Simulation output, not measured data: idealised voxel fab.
The following process module bears the name voxel self aligned vias.
Square cell edge 5 nm, section width 225 nm, ID cut.
We lay out every cross-section as a grid of square cells and spell it out in bands from the top down, where one band means one or more rows of cells.
It is stipulated that each band's entry specify, in nanometres, the height of the top of the band and then that of its bottom, followed by the materials of the band in left-to-right sequence, each together with its width in nanometres. A single material marked by the word "edge to edge" is understood to fill the band from edge to edge; the word "blank" is understood to denote empty space.
Note: height 0 marks the level under which the wafer is uniformly one material as received. Lowest band unbounded below, written "0 down".
The two numbers in a width such as "30 to 40" mark its ends across the band: the first belongs to the top row of cells, the second to the bottom row, and from each row to the next the width moves by the same amount.
What does "nothing was modified" mean for a step? It means no cell of the cross-section changed in that step.
Empty spaces counting at least 8 cells and having no open way to the top are listed in "Closed void list". The notation width x height at distance is used for each, the distance being from the left edge and all three values in nm.
Read whatever lies past the settings on a step's line as the simulator's own remark about the step.
"overlay nm" on a masked step: distance the mask lay right of its planned place, negative for left.

SET OUT BELOW ARE THE PLANNED STEPS OF THE PROCESS
1: RECEIVE (material Si)
2: CONFORMAL_DEP (material SiO2; thk nm 10)
3: CONFORMAL_DEP (material SiCN; thk nm 5)
4: DIRECTIONAL_DEP (material lowk; thk nm 20)
5: MASKED_ETCH (tone open; mask id LINES; width nm 30; pitch nm 55; etch materials lowk; depth nm 20; overlay nm 0)
6: CONFORMAL_DEP (material TiN; thk nm 5)
7: FILL_DEP (material Ru; thk nm 10)
8: CMP (height nm 35)
9: SELECTIVE_ETCH (etch materials W Ru TiN; depth nm 5)
10: FILL_DEP (material SiN; thk nm 5)
11: CMP (height nm 35)
12: DIRECTIONAL_DEP (material lowk; thk nm 15)
13: DIRECTIONAL_DEP (material aC; thk nm 10)
14: PATTERN (tone open; mask id VIAS; material resist; width nm 40; pitch nm 55; thk nm 30; overlay nm 0)
15: DIRECTIONAL_ETCH (etch materials aC; depth nm 10)
16: STRIP (etch materials resist)
17: DIRECTIONAL_ETCH (etch materials lowk; depth nm 15)
18: DIRECTIONAL_ETCH (etch materials SiN; depth nm 5)
19: STRIP (etch materials aC)
20: CONFORMAL_DEP (material TiN; thk nm 5)
21: FILL_DEP (material Ru; thk nm 10)
22: CMP (height nm 50)
23: CONFORMAL_DEP (material SiN; thk nm 5)

STEP 1 COMPLETE: CROSS-SECTION OF THE WAFER AS RECEIVED
  0 down | Si edge to edge
  Closed void list: none

ONE MISTAKE IN RUNNING THE MODULE, OTHERWISE START AND PLAN AS ABOVE: CROSS-SECTION AT THE END
  55 to 50 | SiN edge to edge
  50 to 40 | 40 of lowk, 5 of TiN, 30 of Ru, 5 of TiN, 15 of lowk, 5 of TiN, 30 of Ru, 5 of TiN, 15 of lowk, 5 of TiN, 30 of Ru, 5 of TiN, 35 of lowk
  40 to 35 | 40 of lowk, 5 of TiN, 20 of Ru, 15 of TiN, 15 of lowk, 5 of TiN, 20 of Ru, 15 of TiN, 15 of lowk, 5 of TiN, 20 of Ru, 15 of TiN, 35 of lowk
  35 to 30 | 40 of lowk, 30 of TiN, 25 of lowk, 30 of TiN, 25 of lowk, 30 of TiN, 45 of lowk
  30 to 20 | 40 of lowk, 5 of TiN, 20 of Ru, 5 of TiN, 25 of lowk, 5 of TiN, 20 of Ru, 5 of TiN, 25 of lowk, 5 of TiN, 20 of Ru, 5 of TiN, 45 of lowk
  20 to 15 | 40 of lowk, 30 of TiN, 25 of lowk, 30 of TiN, 25 of lowk, 30 of TiN, 45 of lowk
  15 to 10 | SiCN edge to edge
  10 to 0 | SiO2 edge to edge
  0 down | Si edge to edge
  Closed void list: none
Which mistake was made when the wafer was run? step 14 off recipe, ran as PATTERN (tone open; mask id VIAS; material resist; width nm 40; pitch nm 55; thk nm 30; overlay nm 5)
